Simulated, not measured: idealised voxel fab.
Module name: voxel self aligned vias (process module)
cross-section cut | 295 nm wide | cells 5 nm
Format of a cross-section: grid, square cells. Given as bands. Order: top down. Band: one or more rows of cells.
The band entry comprises the height of the band's top followed by the height of its bottom, expressed in nm, and subsequently the band's materials from left to right, each stated together with its width in nm. Where a single material is marked with the word "all across", that material fills the band from edge to edge. The word "air" represents empty space.
Height reference: 0 = level under which incoming wafer is all one material. Lowest band: no bottom, runs on downward, e.g. "top 0, no bottom".
Width "30..40": first value at the band's top row of cells, second value at its bottom row, equal change from row to row.
The designation "no modification", where it is given for a processing step, indicates that no cell of the cross-section was altered in the course of that step.
Heads up: "Non-vented voids" only lists the empty pockets with no open path to the top that are 8 cells or more, and it writes them as width x height at distance, distance from the left edge, in nm.
Heads up: the bit after the settings on a step's line is the simulator's remark on that step.
The "overlay nm" setting may appear on a step's line; for a step that uses a mask, it gives how far to the right of its planned position the mask lay, and a negative value indicates the left.

Here's what the planned process steps look like:
- 1: RECEIVE [material Si]
- 2: CONFORMAL_DEP [material SiO2] [thk nm 15]
- 3: CONFORMAL_DEP [material SiCN] [thk nm 5]
- 4: DIRECTIONAL_DEP [material lowk] [thk nm 25]
- 5: MASKED_ETCH [tone open] [mask id LINES] [width nm 20] [pitch nm 70] [etch materials lowk] [depth nm 25] [overlay nm 0]
- 6: CONFORMAL_DEP [material TiN] [thk nm 5]
- 7: FILL_DEP [material W] [thk nm 10]
- 8: CMP [height nm 45]
- 9: SELECTIVE_ETCH [etch materials W Ru TiN] [depth nm 10]
- 10: FILL_DEP [material SiN] [thk nm 5]
- 11: CMP [height nm 45]
- 12: DIRECTIONAL_DEP [material lowk] [thk nm 20]
- 13: DIRECTIONAL_DEP [material aC] [thk nm 15]
- 14: PATTERN [tone open] [mask id VIAS] [material resist] [width nm 40] [pitch nm 70] [thk nm 35] [overlay nm 0]
- 15: DIRECTIONAL_ETCH [etch materials aC] [depth nm 15]
- 16: STRIP [etch materials resist]
- 17: DIRECTIONAL_ETCH [etch materials lowk] [depth nm 20]
- 18: DIRECTIONAL_ETCH [etch materials SiN] [depth nm 10]
- 19: STRIP [etch materials aC]
- 20: CONFORMAL_DEP [material TiN] [thk nm 5]
- 21: FILL_DEP [material Cu] [thk nm 10]
- 22: CMP [height nm 65]
- 23: CONFORMAL_DEP [material SiCN] [thk nm 5]

The first wafer of two, processed as planned:

Cross-section, incoming material, after step 1:
  top 0, no bottom = Si all across
  Non-vented voids: none

The following cross-section depicts the wafer upon completion of step 2:
  top 15, bottom 0 = SiO2 all across
  Under 0: no change, same as before.

The following cross-section depicts the wafer upon completion of step 3:
  top 20, bottom 15 = SiCN all across
  Under 15: no change, same as before.

The following cross-section depicts the wafer upon completion of step 4:
  top 45, bottom 20 = lowk all across
  Under 20: no change, same as before.

The following cross-section depicts the wafer upon completion of step 5:
  top 45, bottom 20 = 65 of lowk; 20 of air; 50 of lowk; 20 of air; 50 of lowk; 20 of air; 70 of lowk
  Under 20: no change, same as before.

The following cross-section depicts the wafer upon completion of step 6:
  top 50, bottom 45 = 70 of TiN; 10 of air; 60 of TiN; 10 of air; 60 of TiN; 10 of air; 75 of TiN
  top 45, bottom 25 = 65 of lowk; 5 of TiN; 10 of air; 5 of TiN; 50 of lowk; 5 of TiN; 10 of air; 5 of TiN; 50 of lowk; 5 of TiN; 10 of air; 5 of TiN; 70 of lowk
  top 25, bottom 20 = 65 of lowk; 20 of TiN; 50 of lowk; 20 of TiN; 50 of lowk; 20 of TiN; 70 of lowk
  Under 20: no change, same as before.

The following cross-section depicts the wafer upon completion of step 7:
  top 60, bottom 50 = W all across
  top 50, bottom 45 = 70 of TiN; 10 of W; 60 of TiN; 10 of W; 60 of TiN; 10 of W; 75 of TiN
  top 45, bottom 25 = 65 of lowk; 5 of TiN; 10 of W; 5 of TiN; 50 of lowk; 5 of TiN; 10 of W; 5 of TiN; 50 of lowk; 5 of TiN; 10 of W; 5 of TiN; 70 of lowk
  Under 25: no change, same as before.

The following cross-section depicts the wafer upon completion of step 8:
  top 45, bottom 25 = 65 of lowk; 5 of TiN; 10 of W; 5 of TiN; 50 of lowk; 5 of TiN; 10 of W; 5 of TiN; 50 of lowk; 5 of TiN; 10 of W; 5 of TiN; 70 of lowk
  Under 25: no change, same as before.

The following cross-section depicts the wafer upon completion of step 9:
  top 45, bottom 35 = 65 of lowk; 20 of air; 50 of lowk; 20 of air; 50 of lowk; 20 of air; 70 of lowk
  Under 35: no change, same as before.

The following cross-section depicts the wafer upon completion of step 10:
  top 50, bottom 45 = SiN all across
  top 45, bottom 35 = 65 of lowk; 20 of SiN; 50 of lowk; 20 of SiN; 50 of lowk; 20 of SiN; 70 of lowk
  Under 35: no change, same as before.

The following cross-section depicts the wafer upon completion of step 11:
  top 45, bottom 35 = 65 of lowk; 20 of SiN; 50 of lowk; 20 of SiN; 50 of lowk; 20 of SiN; 70 of lowk
  Under 35: no change, same as before.

The following cross-section depicts the wafer upon completion of step 12:
  top 65, bottom 45 = lowk all across
  Under 45: no change, same as before.

The following cross-section depicts the wafer upon completion of step 13:
  top 80, bottom 65 = aC all across
  Under 65: no change, same as before.

The following cross-section depicts the wafer upon completion of step 14:
  top 115, bottom 80 = 55 of resist; 40 of air; 30 of resist; 40 of air; 30 of resist; 40 of air; 60 of resist
  Under 80: no change, same as before.

The following cross-section depicts the wafer upon completion of step 15:
  top 100, bottom 80 = 55 of resist; 40 of air; 30 of resist; 40 of air; 30 of resist; 40 of air; 60 of resist
  top 80, bottom 65 = 55 of aC; 40 of air; 30 of aC; 40 of air; 30 of aC; 40 of air; 60 of aC
  Under 65: no change, same as before.

The following cross-section depicts the wafer upon completion of step 16:
  top 80, bottom 65 = 55 of aC; 40 of air; 30 of aC; 40 of air; 30 of aC; 40 of air; 60 of aC
  Under 65: no change, same as before.

The following cross-section depicts the wafer upon completion of step 17:
  top 80, bottom 65 = 55 of aC; 40 of air; 30 of aC; 40 of air; 30 of aC; 40 of air; 60 of aC
  top 65, bottom 45 = 55 of lowk; 40 of air; 30 of lowk; 40 of air; 30 of lowk; 40 of air; 60 of lowk
  Under 45: no change, same as before.

The following cross-section depicts the wafer upon completion of step 18:
  top 80, bottom 65 = 55 of aC; 40 of air; 30 of aC; 40 of air; 30 of aC; 40 of air; 60 of aC
  top 65, bottom 45 = 55 of lowk; 40 of air; 30 of lowk; 40 of air; 30 of lowk; 40 of air; 60 of lowk
  top 45, bottom 35 = 65 of lowk; 20 of air; 50 of lowk; 20 of air; 50 of lowk; 20 of air; 70 of lowk
  Under 35: no change, same as before.

The following cross-section depicts the wafer upon completion of step 19:
  top 65, bottom 45 = 55 of lowk; 40 of air; 30 of lowk; 40 of air; 30 of lowk; 40 of air; 60 of lowk
  Under 45: no change, same as before.

The following cross-section depicts the wafer upon completion of step 20:
  top 70, bottom 65 = 60 of TiN; 30 of air; 40 of TiN; 30 of air; 40 of TiN; 30 of air; 65 of TiN
  top 65, bottom 50 = 55 of lowk; 5 of TiN; 30 of air; 5 of TiN; 30 of lowk; 5 of TiN; 30 of air; 5 of TiN; 30 of lowk; 5 of TiN; 30 of air; 5 of TiN; 60 of lowk
  top 50, bottom 40 = 55..65 of lowk; 15..5 of TiN; 10 of air; 15..5 of TiN; 30..50 of lowk; 15..5 of TiN; 10 of air; 15..5 of TiN; 30..50 of lowk; 15..5 of TiN; 10 of air; 15..5 of TiN; 60..70 of lowk
  top 40, bottom 35 = 65 of lowk; 20 of TiN; 50 of lowk; 20 of TiN; 50 of lowk; 20 of TiN; 70 of lowk
  Under 35: no change, same as before.

The following cross-section depicts the wafer upon completion of step 21:
  top 80, bottom 70 = Cu all across
  top 70, bottom 65 = 60 of TiN; 30 of Cu; 40 of TiN; 30 of Cu; 40 of TiN; 30 of Cu; 65 of TiN
  top 65, bottom 50 = 55 of lowk; 5 of TiN; 30 of Cu; 5 of TiN; 30 of lowk; 5 of TiN; 30 of Cu; 5 of TiN; 30 of lowk; 5 of TiN; 30 of Cu; 5 of TiN; 60 of lowk
  top 50, bottom 40 = 55..65 of lowk; 15..5 of TiN; 10 of Cu; 15..5 of TiN; 30..50 of lowk; 15..5 of TiN; 10 of Cu; 15..5 of TiN; 30..50 of lowk; 15..5 of TiN; 10 of Cu; 15..5 of TiN; 60..70 of lowk
  Under 40: no change, same as before.

The following cross-section depicts the wafer upon completion of step 22:
  top 65, bottom 50 = 55 of lowk; 5 of TiN; 30 of Cu; 5 of TiN; 30 of lowk; 5 of TiN; 30 of Cu; 5 of TiN; 30 of lowk; 5 of TiN; 30 of Cu; 5 of TiN; 60 of lowk
  Under 50: no change, same as before.

The following cross-section depicts the wafer upon completion of step 23:
  top 70, bottom 65 = SiCN all across
  Under 65: no change, same as before.

Wafer two of the pair: same origin, same plan, one error during the run; identical to wafer one up to and including step 13:

Cross-sectional view of the second wafer at the intended end time of process step 14:
  top 115, bottom 80 = 60 of resist; 40 of air; 30 of resist; 40 of air; 30 of resist; 40 of air; 55 of resist
  Under 80: no change, same as before.

Cross-sectional view of the second wafer at the intended end time of process step 15:
  top 100, bottom 80 = 60 of resist; 40 of air; 30 of resist; 40 of air; 30 of resist; 40 of air; 55 of resist
  top 80, bottom 65 = 60 of aC; 40 of air; 30 of aC; 40 of air; 30 of aC; 40 of air; 55 of aC
  Under 65: no change, same as before.

Cross-sectional view of the second wafer at the intended end time of process step 16:
  top 80, bottom 65 = 60 of aC; 40 of air; 30 of aC; 40 of air; 30 of aC; 40 of air; 55 of aC
  Under 65: no change, same as before.

Cross-sectional view of the second wafer at the intended end time of process step 17:
  top 80, bottom 65 = 60 of aC; 40 of air; 30 of aC; 40 of air; 30 of aC; 40 of air; 55 of aC
  top 65, bottom 45 = 60 of lowk; 40 of air; 30 of lowk; 40 of air; 30 of lowk; 40 of air; 55 of lowk
  Under 45: no change, same as before.

Cross-sectional view of the second wafer at the intended end time of process step 18:
  top 80, bottom 65 = 60 of aC; 40 of air; 30 of aC; 40 of air; 30 of aC; 40 of air; 55 of aC
  top 65, bottom 45 = 60 of lowk; 40 of air; 30 of lowk; 40 of air; 30 of lowk; 40 of air; 55 of lowk
  top 45, bottom 35 = 65 of lowk; 20 of air; 50 of lowk; 20 of air; 50 of lowk; 20 of air; 70 of lowk
  Under 35: no change, same as before.

Cross-sectional view of the second wafer at the intended end time of process step 19:
  top 65, bottom 45 = 60 of lowk; 40 of air; 30 of lowk; 40 of air; 30 of lowk; 40 of air; 55 of lowk
  Under 45: no change, same as before.

Cross-sectional view of the second wafer at the intended end time of process step 20:
  top 70, bottom 65 = 65 of TiN; 30 of air; 40 of TiN; 30 of air; 40 of TiN; 30 of air; 60 of TiN
  top 65, bottom 50 = 60 of lowk; 5 of TiN; 30 of air; 5 of TiN; 30 of lowk; 5 of TiN; 30 of air; 5 of TiN; 30 of lowk; 5 of TiN; 30 of air; 5 of TiN; 55 of lowk
  top 50, bottom 40 = 60..65 of lowk; 10..5 of TiN; 10 of air; 20..5 of TiN; 30..50 of lowk; 10..5 of TiN; 10 of air; 20..5 of TiN; 30..50 of lowk; 10..5 of TiN; 10 of air; 20..5 of TiN; 55..70 of lowk
  top 40, bottom 35 = 65 of lowk; 20 of TiN; 50 of lowk; 20 of TiN; 50 of lowk; 20 of TiN; 70 of lowk
  Under 35: no change, same as before.

Cross-sectional view of the second wafer at the intended end time of process step 21:
  top 80, bottom 70 = Cu all across
  top 70, bottom 65 = 65 of TiN; 30 of Cu; 40 of TiN; 30 of Cu; 40 of TiN; 30 of Cu; 60 of TiN
  top 65, bottom 50 = 60 of lowk; 5 of TiN; 30 of Cu; 5 of TiN; 30 of lowk; 5 of TiN; 30 of Cu; 5 of TiN; 30 of lowk; 5 of TiN; 30 of Cu; 5 of TiN; 55 of lowk
  top 50, bottom 40 = 60..65 of lowk; 10..5 of TiN; 10 of Cu; 20..5 of TiN; 30..50 of lowk; 10..5 of TiN; 10 of Cu; 20..5 of TiN; 30..50 of lowk; 10..5 of TiN; 10 of Cu; 20..5 of TiN; 55..70 of lowk
  Under 40: no change, same as before.

Cross-sectional view of the second wafer at the intended end time of process step 22:
  top 65, bottom 50 = 60 of lowk; 5 of TiN; 30 of Cu; 5 of TiN; 30 of lowk; 5 of TiN; 30 of Cu; 5 of TiN; 30 of lowk; 5 of TiN; 30 of Cu; 5 of TiN; 55 of lowk
  Under 50: no change, same as before.

Cross-sectional view of the second wafer at the intended end time of process step 23:
  top 70, bottom 65 = SiCN all across
  Under 65: no change, same as before.
Heads up, the wafer didn't run the way we planned it: step 14 was processed under conditions differing from the plan, specifically as PATTERN [tone open] [mask id VIAS] [material resist] [width nm 40] [pitch nm 70] [thk nm 35] [overlay nm 5]
Comparing end states, the material composition by cell count is preserved from the first wafer to the second, while the locations of the cells are not.
